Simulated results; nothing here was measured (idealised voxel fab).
Proc. module: voxel tone inversion
Cross-section cut: width 285 nm, square cells of 5 nm.
We lay out every cross-section as a grid of square cells and spell it out in bands from the top down, where one band means one or more rows of cells.
Within each band entry, the heights of the top and of the bottom of the band appear first, in that order and in nm; the materials of the band then follow from left to right, each with its corresponding width in nm. The designation "all across" on a single material indicates that it fills the band from edge to edge; the designation "air" indicates empty space.
Where do heights start? At 0: under that level the wafer as delivered is made of one material only. And the lowest band has no floor; it just carries on downward, as in "from 0 down".
The two numbers in a width such as "30..40" mark its ends across the band: the first belongs to the top row of cells, the second to the bottom row, and from each row to the next the width moves by the same amount.
Step marked "no alteration"? Then no cell in the cross-section changed in it.
If an empty space has no open way to the top and is at least 8 cells in size, "Completely enclosed voids" lists it, written width x height at distance, where distance is measured from the left edge and every value is in nm.
Step line, after settings: the simulator's comment on this step.
If you see "overlay nm" on a step's line and that step has a mask, it's telling you how far right of where it was planned the mask ended up; a negative number means it went left instead.
[Process steps - plan]
1) RECEIVE: material Si
2) CONFORMAL_DEP: material SiN, thk nm 5
3) DIRECTIONAL_DEP: material aC, thk nm 20
4) PATTERN: tone cover, mask id POSTS, material resist, width nm 15, pitch nm 45, thk nm 30, overlay nm 0
5) DIRECTIONAL_ETCH: etch materials aC, depth nm 20
6) STRIP: etch materials resist
7) FILL_DEP: material lowk, thk nm 10
8) CMP: height nm 25
9) STRIP: etch materials aC
Wafers differ in width nm at step 4; plan lists the first wafer's value; identical starting state.
[Cross-section: the first of several wafers in its as-received state, i.e. following step 1]
	from 0 down | Si all across
	Completely enclosed voids: none
[Last step of the module is step 9; after it, the first of several wafers in cross-section]
	from 25 to 5 | 110 nm lowk; 15 nm air; 30 nm lowk; 15 nm air; 115 nm lowk
	from 5 to 0 | SiN all across
	from 0 down | Si all across
	Completely enclosed voids: none
[At the end of the module, the last of several wafers in cross-section]
	from 25 to 5 | 105 nm lowk; 30 nm air; 15 nm lowk; 30 nm air; 105 nm lowk
	from 5 to 0 | SiN all across
	from 0 down | Si all across
	Completely enclosed voids: none
[Quick key for the table: a row per wafer, taken at the end of the module. For each material it tells you how many cells the wafer gained (+) or lost (-) since it came in, and the closed voids come after]
width nm 15; +57 SiN; +204 lowk; Completely enclosed voids: none
width nm 20; +57 SiN; +196 lowk; Completely enclosed voids: none
width nm 25; +57 SiN; +188 lowk; Completely enclosed voids: none
width nm 30; +57 SiN; +180 lowk; Completely enclosed voids: none
